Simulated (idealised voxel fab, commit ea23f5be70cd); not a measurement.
You're looking at the process module voxel transistor to metal.
Cross-sectional view cut (width: 175 nm; square cell size: 5 nm).
Heads up, the way a cross-section reads in here is a grid of square cells, handed over as bands from the top down, with every band being one or more rows of cells. Band entry format. Leading values: height of top, height of bottom, nm. Remainder: materials in left-to-right order, each with its width in nm. Special words: "edge to edge" on a single material, which then fills the band edge to edge; "empty", empty space. For the purposes of this specification, 0 denotes the height below which the wafer in its as-received condition is composed wholly of one material, and the lowermost band, lacking a lower limit, extends downward without end, as expressed in "from 0 down". Read "30..40" as a graded width: first number on top, second number at the bottom, same change between each pair of neighbouring rows. The cross-section has no changed cell in any step marked "left unchanged". In the "Cavities, sealed" entry, you get each enclosed empty space of 8 cells or more, one with no open way to the top, written width x height at distance, distance from the left edge, in nm. The remark found on a step's line after its settings is issued by the simulator itself and pertains to that step. overlay nm: on a step with a mask, how far right of its planned place the mask lay; negative means left.
Here's what the planned process steps look like
1: RECEIVE,material Si
2: OXIDIZE,depth nm 5
3: CONFORMAL_DEP,material SiN,thk nm 10
4: DIRECTIONAL_DEP,material aC,thk nm 10
5: PATTERN,tone cover,mask id ACTIVE,material resist,width nm 105,thk nm 30,overlay nm 0
6: DIRECTIONAL_ETCH,etch materials aC,depth nm 10
7: STRIP,etch materials resist
8: DIRECTIONAL_ETCH,etch materials SiN,depth nm 10
9: DIRECTIONAL_ETCH,etch materials SiO2,depth nm 5
10: DIRECTIONAL_ETCH,etch materials Si,depth nm 25
11: STRIP,etch materials aC
12: FILL_DEP,material SiO2,thk nm 15
13: CMP,height nm 10
14: SELECTIVE_ETCH,etch materials SiO2,depth nm 5
15: STRIP,etch materials SiN
16: SELECTIVE_ETCH,etch materials SiO2,depth nm 5
17: OXIDIZE,depth nm 5
18: DIRECTIONAL_DEP,material polySi,thk nm 30
19: DIRECTIONAL_DEP,material SiCN,thk nm 15
20: PATTERN,tone cover,mask id GATE,material resist,width nm 15,thk nm 20,overlay nm 0
21: DIRECTIONAL_ETCH,etch materials SiCN,depth nm 25
22: DIRECTIONAL_ETCH,etch materials polySi,depth nm 40
23: STRIP,etch materials resist
24: CONFORMAL_DEP,material SiO2,thk nm 5
25: DIRECTIONAL_ETCH,etch materials SiO2,depth nm 5
26: CONFORMAL_DEP,material SiN,thk nm 10
27: DIRECTIONAL_ETCH,etch materials SiN,depth nm 10
28: DIRECTIONAL_ETCH,etch materials SiO2,depth nm 5
29: DIRECTIONAL_ETCH,etch materials Si,depth nm 15
30: EPI,material pSi,thk nm 20
31: FILL_DEP,material SiO2,thk nm 5
32: CMP,height nm 40
33: DIRECTIONAL_DEP,material SiO2,thk nm 15
34: PATTERN,tone open,mask id CONTACT,material resist,width nm 20,pitch nm 65,thk nm 20,overlay nm 0
35: DIRECTIONAL_ETCH,etch materials SiO2,depth nm 45
36: STRIP,etch materials resist
37: CONFORMAL_DEP,material TiN,thk nm 5
38: FILL_DEP,material Ru,thk nm 5
39: CMP,height nm 55
40: DIRECTIONAL_DEP,material TiN,thk nm 5
41: DIRECTIONAL_DEP,material Ru,thk nm 25
42: PATTERN,tone cover,mask id METAL_1,material resist,width nm 20,pitch nm 65,thk nm 20,overlay nm 0
43: DIRECTIONAL_ETCH,etch materials Ru,depth nm 25
44: DIRECTIONAL_ETCH,etch materials TiN,depth nm 5
45: STRIP,etch materials resist
46: FILL_DEP,material SiO2,thk nm 5
47: CMP,height nm 85
48: CONFORMAL_DEP,material SiN,thk nm 5
So, the first of our two wafers, run just as we planned it
Cross-section of the wafer as it came to us, i.e., already through step 1
> from 0 down: Si edge to edge
> Cavities, sealed: none
Wafer section view after processing step 2
> from 0 to -5: SiO2 edge to edge
> All layers under -5 are left as they were.
Wafer section view after processing step 3
> from 10 to 0: SiN edge to edge
> All layers under 0 are left as they were.
Wafer section view after processing step 4
> from 20 to 10: aC edge to edge
> All layers under 10 are left as they were.
Wafer section view after processing step 5
> from 50 to 20: empty=35  resist=105  empty=35
> All layers under 20 are left as they were.
Wafer section view after processing step 6
> from 40 to 20: empty=35  resist=105  empty=35
> from 20 to 10: empty=35  aC=105  empty=35
> All layers under 10 are left as they were.
Wafer section view after processing step 7
> from 20 to 10: empty=35  aC=105  empty=35
> All layers under 10 are left as they were.
Wafer section view after processing step 8
> from 20 to 10: empty=35  aC=105  empty=35
> from 10 to 0: empty=35  SiN=105  empty=35
> All layers under 0 are left as they were.
Wafer section view after processing step 9
> from 20 to 10: empty=35  aC=105  empty=35
> from 10 to 0: empty=35  SiN=105  empty=35
> from 0 to -5: empty=35  SiO2=105  empty=35
> All layers under -5 are left as they were.
Wafer section view after processing step 10
> from 20 to 10: empty=35  aC=105  empty=35
> from 10 to 0: empty=35  SiN=105  empty=35
> from 0 to -5: empty=35  SiO2=105  empty=35
> from -5 to -30: empty=35  Si=105  empty=35
> All layers under -30 are left as they were.
Wafer section view after processing step 11
> from 10 to 0: empty=35  SiN=105  empty=35
> All layers under 0 are left as they were.
Wafer section view after processing step 12
> from 25 to 10: SiO2 edge to edge
> from 10 to 0: SiO2=35  SiN=105  SiO2=35
> from 0 to -5: SiO2 edge to edge
> from -5 to -30: SiO2=35  Si=105  SiO2=35
> All layers under -30 are left as they were.
Wafer section view after processing step 13
> from 10 to 0: SiO2=35  SiN=105  SiO2=35
> All layers under 0 are left as they were.
Wafer section view after processing step 14
> from 10 to 5: empty=35  SiN=105  empty=35
> All layers under 5 are left as they were.
Wafer section view after processing step 15
> from 5 to 0: SiO2=35  empty=105  SiO2=35
> All layers under 0 are left as they were.
Wafer section view after processing step 16
> from 0 to -5: SiO2=30  empty=115  SiO2=30
> All layers under -5 are left as they were.
Wafer section view after processing step 17
> from 0 to -5: SiO2=30  empty=115  SiO2=30
> from -5 to -10: SiO2 edge to edge
> All layers under -10 are left as they were.
Wafer section view after processing step 18
> from 30 to 25: polySi=30  empty=115  polySi=30
> from 25 to 0: polySi edge to edge
> from 0 to -5: SiO2=30  polySi=115  SiO2=30
> All layers under -5 are left as they were.
Wafer section view after processing step 19
> from 45 to 40: SiCN=30  empty=115  SiCN=30
> from 40 to 30: SiCN edge to edge
> from 30 to 25: polySi=30  SiCN=115  polySi=30
> All layers under 25 are left as they were.
Wafer section view after processing step 20
> from 65 to 45: empty=80  resist=15  empty=80
> from 45 to 40: SiCN=30  empty=50  resist=15  empty=50  SiCN=30
> All layers under 40 are left as they were.
Wafer section view after processing step 21
> from 65 to 40: empty=80  resist=15  empty=80
> from 40 to 30: empty=80  SiCN=15  empty=80
> from 30 to 25: polySi=30  empty=50  SiCN=15  empty=50  polySi=30
> All layers under 25 are left as they were.
Wafer section view after processing step 22
> from 65 to 40: empty=80  resist=15  empty=80
> from 40 to 25: empty=80  SiCN=15  empty=80
> from 25 to 0: empty=80  polySi=15  empty=80
> from 0 to -5: SiO2=30  empty=50  polySi=15  empty=50  SiO2=30
> All layers under -5 are left as they were.
Wafer section view after processing step 23
> from 40 to 25: empty=80  SiCN=15  empty=80
> All layers under 25 are left as they were.
Wafer section view after processing step 24
> from 45 to 40: empty=75  SiO2=25  empty=75
> from 40 to 25: empty=75  SiO2=5  SiCN=15  SiO2=5  empty=75
> from 25 to 5: empty=75  SiO2=5  polySi=15  SiO2=5  empty=75
> from 5 to 0: SiO2=35  empty=40  SiO2=5  polySi=15  SiO2=5  empty=40  SiO2=35
> from 0 to -5: SiO2=80  polySi=15  SiO2=80
> All layers under -5 are left as they were.
Wafer section view after processing step 25
> from 40 to 25: empty=75  SiO2=5  SiCN=15  SiO2=5  empty=75
> from 25 to 0: empty=75  SiO2=5  polySi=15  SiO2=5  empty=75
> from 0 to -5: SiO2=35  empty=40  SiO2=5  polySi=15  SiO2=5  empty=40  SiO2=35
> All layers under -5 are left as they were.
Wafer section view after processing step 26
> from 50 to 40: empty=65  SiN=45  empty=65
> from 40 to 25: empty=65  SiN=10  SiO2=5  SiCN=15  SiO2=5  SiN=10  empty=65
> from 25 to 10: empty=65  SiN=10  SiO2=5  polySi=15  SiO2=5  SiN=10  empty=65
> from 10 to 5: SiN=45  empty=20  SiN=10  SiO2=5  polySi=15  SiO2=5  SiN=10  empty=20  SiN=45
> from 5 to 0: SiN=75  SiO2=5  polySi=15  SiO2=5  SiN=75
> from 0 to -5: SiO2=35  SiN=40  SiO2=5  polySi=15  SiO2=5  SiN=40  SiO2=35
> All layers under -5 are left as they were.
Wafer section view after processing step 27
> from 40 to 25: empty=65  SiN=10  SiO2=5  SiCN=15  SiO2=5  SiN=10  empty=65
> from 25 to 0: empty=65  SiN=10  SiO2=5  polySi=15  SiO2=5  SiN=10  empty=65
> from 0 to -5: SiO2=35  SiN=10  empty=20  SiN=10  SiO2=5  polySi=15  SiO2=5  SiN=10  empty=20  SiN=10  SiO2=35
> All layers under -5 are left as they were.
Wafer section view after processing step 28
> from 40 to 35: empty=65  SiN=10  empty=5  SiCN=15  empty=5  SiN=10  empty=65
> from 35 to 25: empty=65  SiN=10  SiO2=5  SiCN=15  SiO2=5  SiN=10  empty=65
> from 25 to 0: empty=65  SiN=10  SiO2=5  polySi=15  SiO2=5  SiN=10  empty=65
> from 0 to -5: empty=35  SiN=10  empty=20  SiN=10  SiO2=5  polySi=15  SiO2=5  SiN=10  empty=20  SiN=10  empty=35
> from -5 to -10: SiO2=45  empty=20  SiO2=45  empty=20  SiO2=45
> All layers under -10 are left as they were.
Wafer section view after processing step 29
> from 40 to 35: empty=65  SiN=10  empty=5  SiCN=15  empty=5  SiN=10  empty=65
> from 35 to 25: empty=65  SiN=10  SiO2=5  SiCN=15  SiO2=5  SiN=10  empty=65
> from 25 to 0: empty=65  SiN=10  SiO2=5  polySi=15  SiO2=5  SiN=10  empty=65
> from 0 to -5: empty=35  SiN=10  empty=20  SiN=10  SiO2=5  polySi=15  SiO2=5  SiN=10  empty=20  SiN=10  empty=35
> from -5 to -10: SiO2=45  empty=20  SiO2=45  empty=20  SiO2=45
> from -10 to -25: SiO2=35  Si=10  empty=20  Si=45  empty=20  Si=10  SiO2=35
> All layers under -25 are left as they were.
Wafer section view after processing step 30
> from 40 to 35: empty=65  SiN=10  empty=5  SiCN=15  empty=5  SiN=10  empty=65
> from 35 to 25: empty=65  SiN=10  SiO2=5  SiCN=15  SiO2=5  SiN=10  empty=65
> from 25 to 10: empty=65  SiN=10  SiO2=5  polySi=15  SiO2=5  SiN=10  empty=65
> from 10 to 0: empty=35  pSi=30  SiN=10  SiO2=5  polySi=15  SiO2=5  SiN=10  pSi=30  empty=35
> from 0 to -5: empty=35  SiN=10  pSi=20  SiN=10  SiO2=5  polySi=15  SiO2=5  SiN=10  pSi=20  SiN=10  empty=35
> from -5 to -10: SiO2=45  pSi=20  SiO2=45  pSi=20  SiO2=45
> from -10 to -25: SiO2=35  Si=10  pSi=20  Si=45  pSi=20  Si=10  SiO2=35
> All layers under -25 are left as they were.
Wafer section view after processing step 31
> from 45 to 40: SiO2 edge to edge
> from 40 to 25: SiO2=65  SiN=10  SiO2=5  SiCN=15  SiO2=5  SiN=10  SiO2=65
> from 25 to 10: SiO2=65  SiN=10  SiO2=5  polySi=15  SiO2=5  SiN=10  SiO2=65
> from 10 to 0: SiO2=35  pSi=30  SiN=10  SiO2=5  polySi=15  SiO2=5  SiN=10  pSi=30  SiO2=35
> from 0 to -5: SiO2=35  SiN=10  pSi=20  SiN=10  SiO2=5  polySi=15  SiO2=5  SiN=10  pSi=20  SiN=10  SiO2=35
> All layers under -5 are left as they were.
Wafer section view after processing step 32
> from 40 to 25: SiO2=65  SiN=10  SiO2=5  SiCN=15  SiO2=5  SiN=10  SiO2=65
> All layers under 25 are left as they were.
Wafer section view after processing step 33
> from 55 to 40: SiO2 edge to edge
> All layers under 40 are left as they were.
Wafer section view after processing step 34
> from 75 to 55: resist=45  empty=20  resist=45  empty=20  resist=45
> All layers under 55 are left as they were.
Wafer section view after processing step 35
> from 75 to 55: resist=45  empty=20  resist=45  empty=20  resist=45
> from 55 to 40: SiO2=45  empty=20  SiO2=45  empty=20  SiO2=45
> from 40 to 25: SiO2=45  empty=20  SiN=10  SiO2=5  SiCN=15  SiO2=5  SiN=10  empty=20  SiO2=45
> from 25 to 10: SiO2=45  empty=20  SiN=10  SiO2=5  polySi=15  SiO2=5  SiN=10  empty=20  SiO2=45
> All layers under 10 are left as they were.
Wafer section view after processing step 36
> from 55 to 40: SiO2=45  empty=20  SiO2=45  empty=20  SiO2=45
> All layers under 40 are left as they were.
Wafer section view after processing step 37
> from 60 to 55: TiN=50  empty=10  TiN=55  empty=10  TiN=50
> from 55 to 40: SiO2=45  TiN=5  empty=10  TiN=5  SiO2=45  TiN=5  empty=10  TiN=5  SiO2=45
> from 40 to 25: SiO2=45  TiN=5  empty=10  TiN=5  SiN=10  SiO2=5  SiCN=15  SiO2=5  SiN=10  TiN=5  empty=10  TiN=5  SiO2=45
> from 25 to 15: SiO2=45  TiN=5  empty=10  TiN=5  SiN=10  SiO2=5  polySi=15  SiO2=5  SiN=10  TiN=5  empty=10  TiN=5  SiO2=45
> from 15 to 10: SiO2=45  TiN=20  SiN=10  SiO2=5  polySi=15  SiO2=5  SiN=10  TiN=20  SiO2=45
> All layers under 10 are left as they were.
Wafer section view after processing step 38
> from 65 to 60: Ru edge to edge
> from 60 to 55: TiN=50  Ru=10  TiN=55  Ru=10  TiN=50
> from 55 to 40: SiO2=45  TiN=5  Ru=10  TiN=5  SiO2=45  TiN=5  Ru=10  TiN=5  SiO2=45
> from 40 to 25: SiO2=45  TiN=5  Ru=10  TiN=5  SiN=10  SiO2=5  SiCN=15  SiO2=5  SiN=10  TiN=5  Ru=10  TiN=5  SiO2=45
> from 25 to 15: SiO2=45  TiN=5  Ru=10  TiN=5  SiN=10  SiO2=5  polySi=15  SiO2=5  SiN=10  TiN=5  Ru=10  TiN=5  SiO2=45
> All layers under 15 are left as they were.
Wafer section view after processing step 39
> from 55 to 40: SiO2=45  TiN=5  Ru=10  TiN=5  SiO2=45  TiN=5  Ru=10  TiN=5  SiO2=45
> All layers under 40 are left as they were.
Wafer section view after processing step 40
> from 60 to 55: TiN edge to edge
> All layers under 55 are left as they were.
Wafer section view after processing step 41
> from 85 to 60: Ru edge to edge
> All layers under 60 are left as they were.
Wafer section view after processing step 42
> from 105 to 85: empty=45  resist=20  empty=45  resist=20  empty=45
> All layers under 85 are left as they were.
Wafer section view after processing step 43
> from 105 to 85: empty=45  resist=20  empty=45  resist=20  empty=45
> from 85 to 60: empty=45  Ru=20  empty=45  Ru=20  empty=45
> All layers under 60 are left as they were.
Wafer section view after processing step 44
> from 105 to 85: empty=45  resist=20  empty=45  resist=20  empty=45
> from 85 to 60: empty=45  Ru=20  empty=45  Ru=20  empty=45
> from 60 to 55: empty=45  TiN=20  empty=45  TiN=20  empty=45
> All layers under 55 are left as they were.
Wafer section view after processing step 45
> from 85 to 60: empty=45  Ru=20  empty=45  Ru=20  empty=45
> All layers under 60 are left as they were.
Wafer section view after processing step 46
> from 90 to 85: SiO2 edge to edge
> from 85 to 60: SiO2=45  Ru=20  SiO2=45  Ru=20  SiO2=45
> from 60 to 55: SiO2=45  TiN=20  SiO2=45  TiN=20  SiO2=45
> All layers under 55 are left as they were.
Wafer section view after processing step 47
> from 85 to 60: SiO2=45  Ru=20  SiO2=45  Ru=20  SiO2=45
> All layers under 60 are left as they were.
Wafer section view after processing step 48
> from 90 to 85: SiN edge to edge
> All layers under 85 are left as they were.
What follows concerns the second wafer, which started out like the first and was meant to follow the very same plan; one mistake crept in when it was run, but everything up to and including step 4 is the same as for the first wafer
Second wafer at the planned finish of step 5, seen in cross-section
> from 50 to 20: empty=30  resist=105  empty=40
> All layers under 20 are left as they were.
Second wafer at the planned finish of step 6, seen in cross-section
> from 40 to 20: empty=30  resist=105  empty=40
> from 20 to 10: empty=30  aC=105  empty=40
> All layers under 10 are left as they were.
Second wafer at the planned finish of step 7, seen in cross-section
> from 20 to 10: empty=30  aC=105  empty=40
> All layers under 10 are left as they were.
Second wafer at the planned finish of step 8, seen in cross-section
> from 20 to 10: empty=30  aC=105  empty=40
> from 10 to 0: empty=30  SiN=105  empty=40
> All layers under 0 are left as they were.
Second wafer at the planned finish of step 9, seen in cross-section
> from 20 to 10: empty=30  aC=105  empty=40
> from 10 to 0: empty=30  SiN=105  empty=40
> from 0 to -5: empty=30  SiO2=105  empty=40
> All layers under -5 are left as they were.
Second wafer at the planned finish of step 10, seen in cross-section
> from 20 to 10: empty=30  aC=105  empty=40
> from 10 to 0: empty=30  SiN=105  empty=40
> from 0 to -5: empty=30  SiO2=105  empty=40
> from -5 to -30: empty=30  Si=105  empty=40
> All layers under -30 are left as they were.
Second wafer at the planned finish of step 11, seen in cross-section
> from 10 to 0: empty=30  SiN=105  empty=40
> All layers under 0 are left as they were.
Second wafer at the planned finish of step 12, seen in cross-section
> from 25 to 10: SiO2 edge to edge
> from 10 to 0: SiO2=30  SiN=105  SiO2=40
> from 0 to -5: SiO2 edge to edge
> from -5 to -30: SiO2=30  Si=105  SiO2=40
> All layers under -30 are left as they were.
Second wafer at the planned finish of step 13, seen in cross-section
> from 10 to 0: SiO2=30  SiN=105  SiO2=40
> All layers under 0 are left as they were.
Second wafer at the planned finish of step 14, seen in cross-section
> from 10 to 5: empty=30  SiN=105  empty=40
> All layers under 5 are left as they were.
Second wafer at the planned finish of step 15, seen in cross-section
> from 5 to 0: SiO2=30  empty=105  SiO2=40
> All layers under 0 are left as they were.
Second wafer at the planned finish of step 16, seen in cross-section
> from 0 to -5: SiO2=25  empty=115  SiO2=35
> All layers under -5 are left as they were.
Second wafer at the planned finish of step 17, seen in cross-section
> from 0 to -5: SiO2=25  empty=115  SiO2=35
> from -5 to -10: SiO2 edge to edge
> All layers under -10 are left as they were.
Second wafer at the planned finish of step 18, seen in cross-section
> from 30 to 25: polySi=25  empty=115  polySi=35
> from 25 to 0: polySi edge to edge
> from 0 to -5: SiO2=25  polySi=115  SiO2=35
> All layers under -5 are left as they were.
Second wafer at the planned finish of step 19, seen in cross-section
> from 45 to 40: SiCN=25  empty=115  SiCN=35
> from 40 to 30: SiCN edge to edge
> from 30 to 25: polySi=25  SiCN=115  polySi=35
> All layers under 25 are left as they were.
Second wafer at the planned finish of step 20, seen in cross-section
> from 65 to 45: empty=80  resist=15  empty=80
> from 45 to 40: SiCN=25  empty=55  resist=15  empty=45  SiCN=35
> All layers under 40 are left as they were.
Second wafer at the planned finish of step 21, seen in cross-section
> from 65 to 40: empty=80  resist=15  empty=80
> from 40 to 30: empty=80  SiCN=15  empty=80
> from 30 to 25: polySi=25  empty=55  SiCN=15  empty=45  polySi=35
> All layers under 25 are left as they were.
Second wafer at the planned finish of step 22, seen in cross-section
> from 65 to 40: empty=80  resist=15  empty=80
> from 40 to 25: empty=80  SiCN=15  empty=80
> from 25 to 0: empty=80  polySi=15  empty=80
> from 0 to -5: SiO2=25  empty=55  polySi=15  empty=45  SiO2=35
> All layers under -5 are left as they were.
Second wafer at the planned finish of step 23, seen in cross-section
> from 40 to 25: empty=80  SiCN=15  empty=80
> All layers under 25 are left as they were.
Second wafer at the planned finish of step 24, seen in cross-section
> from 45 to 40: empty=75  SiO2=25  empty=75
> from 40 to 25: empty=75  SiO2=5  SiCN=15  SiO2=5  empty=75
> from 25 to 5: empty=75  SiO2=5  polySi=15  SiO2=5  empty=75
> from 5 to 0: SiO2=30  empty=45  SiO2=5  polySi=15  SiO2=5  empty=35  SiO2=40
> from 0 to -5: SiO2=80  polySi=15  SiO2=80
> All layers under -5 are left as they were.
Second wafer at the planned finish of step 25, seen in cross-section
> from 40 to 25: empty=75  SiO2=5  SiCN=15  SiO2=5  empty=75
> from 25 to 0: empty=75  SiO2=5  polySi=15  SiO2=5  empty=75
> from 0 to -5: SiO2=30  empty=45  SiO2=5  polySi=15  SiO2=5  empty=35  SiO2=40
> All layers under -5 are left as they were.
Second wafer at the planned finish of step 26, seen in cross-section
> from 50 to 40: empty=65  SiN=45  empty=65
> from 40 to 25: empty=65  SiN=10  SiO2=5  SiCN=15  SiO2=5  SiN=10  empty=65
> from 25 to 10: empty=65  SiN=10  SiO2=5  polySi=15  SiO2=5  SiN=10  empty=65
> from 10 to 5: SiN=40  empty=25  SiN=10  SiO2=5  polySi=15  SiO2=5  SiN=10  empty=15  SiN=50
> from 5 to 0: SiN=75  SiO2=5  polySi=15  SiO2=5  SiN=75
> from 0 to -5: SiO2=30  SiN=45  SiO2=5  polySi=15  SiO2=5  SiN=35  SiO2=40
> All layers under -5 are left as they were.
Second wafer at the planned finish of step 27, seen in cross-section
> from 40 to 25: empty=65  SiN=10  SiO2=5  SiCN=15  SiO2=5  SiN=10  empty=65
> from 25 to 0: empty=65  SiN=10  SiO2=5  polySi=15  SiO2=5  SiN=10  empty=65
> from 0 to -5: SiO2=30  SiN=10  empty=25  SiN=10  SiO2=5  polySi=15  SiO2=5  SiN=10  empty=15  SiN=10  SiO2=40
> All layers under -5 are left as they were.
Second wafer at the planned finish of step 28, seen in cross-section
> from 40 to 35: empty=65  SiN=10  empty=5  SiCN=15  empty=5  SiN=10  empty=65
> from 35 to 25: empty=65  SiN=10  SiO2=5  SiCN=15  SiO2=5  SiN=10  empty=65
> from 25 to 0: empty=65  SiN=10  SiO2=5  polySi=15  SiO2=5  SiN=10  empty=65
> from 0 to -5: empty=30  SiN=10  empty=25  SiN=10  SiO2=5  polySi=15  SiO2=5  SiN=10  empty=15  SiN=10  empty=40
> from -5 to -10: SiO2=40  empty=25  SiO2=45  empty=15  SiO2=50
> All layers under -10 are left as they were.
Second wafer at the planned finish of step 29, seen in cross-section
> from 40 to 35: empty=65  SiN=10  empty=5  SiCN=15  empty=5  SiN=10  empty=65
> from 35 to 25: empty=65  SiN=10  SiO2=5  SiCN=15  SiO2=5  SiN=10  empty=65
> from 25 to 0: empty=65  SiN=10  SiO2=5  polySi=15  SiO2=5  SiN=10  empty=65
> from 0 to -5: empty=30  SiN=10  empty=25  SiN=10  SiO2=5  polySi=15  SiO2=5  SiN=10  empty=15  SiN=10  empty=40
> from -5 to -10: SiO2=40  empty=25  SiO2=45  empty=15  SiO2=50
> from -10 to -25: SiO2=30  Si=10  empty=25  Si=45  empty=15  Si=10  SiO2=40
> All layers under -25 are left as they were.
Second wafer at the planned finish of step 30, seen in cross-section
> from 40 to 35: empty=65  SiN=10  empty=5  SiCN=15  empty=5  SiN=10  empty=65
> from 35 to 25: empty=65  SiN=10  SiO2=5  SiCN=15  SiO2=5  SiN=10  empty=65
> from 25 to 10: empty=65  SiN=10  SiO2=5  polySi=15  SiO2=5  SiN=10  empty=65
> from 10 to 0: empty=30  pSi=35  SiN=10  SiO2=5  polySi=15  SiO2=5  SiN=10  pSi=25  empty=40
> from 0 to -5: empty=30  SiN=10  pSi=25  SiN=10  SiO2=5  polySi=15  SiO2=5  SiN=10  pSi=15  SiN=10  empty=40
> from -5 to -10: SiO2=40  pSi=25  SiO2=45  pSi=15  SiO2=50
> from -10 to -25: SiO2=30  Si=10  pSi=25  Si=45  pSi=15  Si=10  SiO2=40
> All layers under -25 are left as they were.
Second wafer at the planned finish of step 31, seen in cross-section
> from 45 to 40: SiO2 edge to edge
> from 40 to 25: SiO2=65  SiN=10  SiO2=5  SiCN=15  SiO2=5  SiN=10  SiO2=65
> from 25 to 10: SiO2=65  SiN=10  SiO2=5  polySi=15  SiO2=5  SiN=10  SiO2=65
> from 10 to 0: SiO2=30  pSi=35  SiN=10  SiO2=5  polySi=15  SiO2=5  SiN=10  pSi=25  SiO2=40
> from 0 to -5: SiO2=30  SiN=10  pSi=25  SiN=10  SiO2=5  polySi=15  SiO2=5  SiN=10  pSi=15  SiN=10  SiO2=40
> All layers under -5 are left as they were.
Second wafer at the planned finish of step 32, seen in cross-section
> from 40 to 25: SiO2=65  SiN=10  SiO2=5  SiCN=15  SiO2=5  SiN=10  SiO2=65
> All layers under 25 are left as they were.
Second wafer at the planned finish of step 33, seen in cross-section
> from 55 to 40: SiO2 edge to edge
> All layers under 40 are left as they were.
Second wafer at the planned finish of step 34, seen in cross-section
> from 75 to 55: resist=45  empty=20  resist=45  empty=20  resist=45
> All layers under 55 are left as they were.
Second wafer at the planned finish of step 35, seen in cross-section
> from 75 to 55: resist=45  empty=20  resist=45  empty=20  resist=45
> from 55 to 40: SiO2=45  empty=20  SiO2=45  empty=20  SiO2=45
> from 40 to 25: SiO2=45  empty=20  SiN=10  SiO2=5  SiCN=15  SiO2=5  SiN=10  empty=20  SiO2=45
> from 25 to 10: SiO2=45  empty=20  SiN=10  SiO2=5  polySi=15  SiO2=5  SiN=10  empty=20  SiO2=45
> All layers under 10 are left as they were.
Second wafer at the planned finish of step 36, seen in cross-section
> from 55 to 40: SiO2=45  empty=20  SiO2=45  empty=20  SiO2=45
> All layers under 40 are left as they were.
Second wafer at the planned finish of step 37, seen in cross-section
> from 60 to 55: TiN=50  empty=10  TiN=55  empty=10  TiN=50
> from 55 to 40: SiO2=45  TiN=5  empty=10  TiN=5  SiO2=45  TiN=5  empty=10  TiN=5  SiO2=45
> from 40 to 25: SiO2=45  TiN=5  empty=10  TiN=5  SiN=10  SiO2=5  SiCN=15  SiO2=5  SiN=10  TiN=5  empty=10  TiN=5  SiO2=45
> from 25 to 15: SiO2=45  TiN=5  empty=10  TiN=5  SiN=10  SiO2=5  polySi=15  SiO2=5  SiN=10  TiN=5  empty=10  TiN=5  SiO2=45
> from 15 to 10: SiO2=45  TiN=20  SiN=10  SiO2=5  polySi=15  SiO2=5  SiN=10  TiN=20  SiO2=45
> All layers under 10 are left as they were.
Second wafer at the planned finish of step 38, seen in cross-section
> from 65 to 60: Ru edge to edge
> from 60 to 55: TiN=50  Ru=10  TiN=55  Ru=10  TiN=50
> from 55 to 40: SiO2=45  TiN=5  Ru=10  TiN=5  SiO2=45  TiN=5  Ru=10  TiN=5  SiO2=45
> from 40 to 25: SiO2=45  TiN=5  Ru=10  TiN=5  SiN=10  SiO2=5  SiCN=15  SiO2=5  SiN=10  TiN=5  Ru=10  TiN=5  SiO2=45
> from 25 to 15: SiO2=45  TiN=5  Ru=10  TiN=5  SiN=10  SiO2=5  polySi=15  SiO2=5  SiN=10  TiN=5  Ru=10  TiN=5  SiO2=45
> All layers under 15 are left as they were.
Second wafer at the planned finish of step 39, seen in cross-section
> from 55 to 40: SiO2=45  TiN=5  Ru=10  TiN=5  SiO2=45  TiN=5  Ru=10  TiN=5  SiO2=45
> All layers under 40 are left as they were.
Second wafer at the planned finish of step 40, seen in cross-section
> from 60 to 55: TiN edge to edge
> All layers under 55 are left as they were.
Second wafer at the planned finish of step 41, seen in cross-section
> from 85 to 60: Ru edge to edge
> All layers under 60 are left as they were.
Second wafer at the planned finish of step 42, seen in cross-section
> from 105 to 85: empty=45  resist=20  empty=45  resist=20  empty=45
> All layers under 85 are left as they were.
Second wafer at the planned finish of step 43, seen in cross-section
> from 105 to 85: empty=45  resist=20  empty=45  resist=20  empty=45
> from 85 to 60: empty=45  Ru=20  empty=45  Ru=20  empty=45
> All layers under 60 are left as they were.
Second wafer at the planned finish of step 44, seen in cross-section
> from 105 to 85: empty=45  resist=20  empty=45  resist=20  empty=45
> from 85 to 60: empty=45  Ru=20  empty=45  Ru=20  empty=45
> from 60 to 55: empty=45  TiN=20  empty=45  TiN=20  empty=45
> All layers under 55 are left as they were.
Second wafer at the planned finish of step 45, seen in cross-section
> from 85 to 60: empty=45  Ru=20  empty=45  Ru=20  empty=45
> All layers under 60 are left as they were.
Second wafer at the planned finish of step 46, seen in cross-section
> from 90 to 85: SiO2 edge to edge
> from 85 to 60: SiO2=45  Ru=20  SiO2=45  Ru=20  SiO2=45
> from 60 to 55: SiO2=45  TiN=20  SiO2=45  TiN=20  SiO2=45
> All layers under 55 are left as they were.
Second wafer at the planned finish of step 47, seen in cross-section
> from 85 to 60: SiO2=45  Ru=20  SiO2=45  Ru=20  SiO2=45
> All layers under 60 are left as they were.
Second wafer at the planned finish of step 48, seen in cross-section
> from 90 to 85: SiN edge to edge
> All layers under 85 are left as they were.
Against the plan, the run slipped here: not per plan at step 5, really ran PATTERN,tone cover,mask id ACTIVE,material resist,width nm 105,thk nm 30,overlay nm -5
At the close, every material occupies the same number of cells on the second wafer as on the first, only in different positions.
